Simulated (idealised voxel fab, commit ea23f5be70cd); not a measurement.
The following process module bears the name voxel trench capacitor.
FYI the section here is cut, 240 nm wide, cells are 5 nm squares.
A cross-section in this document is a grid of square cells, and it is written down as bands, the top band listed before the ones below it; a band is made up of one or more rows of cells.
It is stipulated that each band's entry specify, in nanometres, the height of the top of the band and then that of its bottom, followed by the materials of the band in left-to-right sequence, each together with its width in nanometres. A single material marked by the word "edge to edge" is understood to fill the band from edge to edge; the word "empty" is understood to denote empty space.
Heights from 0 (as-received wafer is one material below). Bottom band endless downward, as "0 down".
So if you see something like "30 to 40" for the width, read it as the top row of the band sitting at the first number and the bottom row at the second, with every row in between moving by the same amount as the last.
The designation "nothing changed", where it is given for a processing step, indicates that no cell of the cross-section was altered in the course of that step.
Voids not open to the top, 8 cells minimum: see "Unvented voids". Written width x height at distance; distance is from the left edge; nm.
Anything after a step's settings on that line? It's the simulator's own note about the step.
overlay nm, on a step with a mask: how far to the right of its planned place the mask lay; to the left if negative

The planned process steps are enumerated hereunder:
1) RECEIVE with material Si
2) CONFORMAL_DEP with material SiN, thk nm 10
3) MASKED_ETCH with tone open, mask id TRENCH, width nm 25, pitch nm 40, etch materials SiN, depth nm 10, overlay nm 0
4) MASKED_ETCH with tone open, mask id TRENCH, width nm 25, pitch nm 40, etch materials Si, depth nm 25, overlay nm 0
5) CONFORMAL_DEP with material Al2O3, thk nm 5
6) CONFORMAL_DEP with material TiN, thk nm 5
7) FILL_DEP with material W, thk nm 10
8) CMP with height nm 10

Cross-section, incoming material, after step 1:
    0 down  Si edge to edge
    Unvented voids: none

First of two wafers, end-of-module section, run followed plan:
    10 to 0  SiN=45  Al2O3=5  TiN=5  W=5  TiN=5  Al2O3=5  SiN=15  Al2O3=5  TiN=5  W=5  TiN=5  Al2O3=5  SiN=15  Al2O3=5  TiN=5  W=5  TiN=5  Al2O3=5  SiN=15  Al2O3=5  TiN=5  W=5  TiN=5  Al2O3=5  SiN=50
    0 to -15  Si=45  Al2O3=5  TiN=5  W=5  TiN=5  Al2O3=5  Si=15  Al2O3=5  TiN=5  W=5  TiN=5  Al2O3=5  Si=15  Al2O3=5  TiN=5  W=5  TiN=5  Al2O3=5  Si=15  Al2O3=5  TiN=5  W=5  TiN=5  Al2O3=5  Si=50
    -15 to -20  Si=45  Al2O3=5  TiN=15  Al2O3=5  Si=15  Al2O3=5  TiN=15  Al2O3=5  Si=15  Al2O3=5  TiN=15  Al2O3=5  Si=15  Al2O3=5  TiN=15  Al2O3=5  Si=50
    -20 to -25  Si=45  Al2O3=25  Si=15  Al2O3=25  Si=15  Al2O3=25  Si=15  Al2O3=25  Si=50
    -25 down  Si edge to edge
    Unvented voids: none

Cross-section, wafer two of two, end of module: same start and plan as wafer one, one error in execution:
    10 to 0  Al2O3 edge to edge
    0 down  Si edge to edge
    Unvented voids: none
Diagnosis: not per plan at step 2, really ran CONFORMAL_DEP with material Al2O3, thk nm 10
Counted in cells at the end, the second wafer holds more or fewer of these materials than the first: +28 Al2O3 | +100 Si | -56 SiN | -52 TiN | -20 W
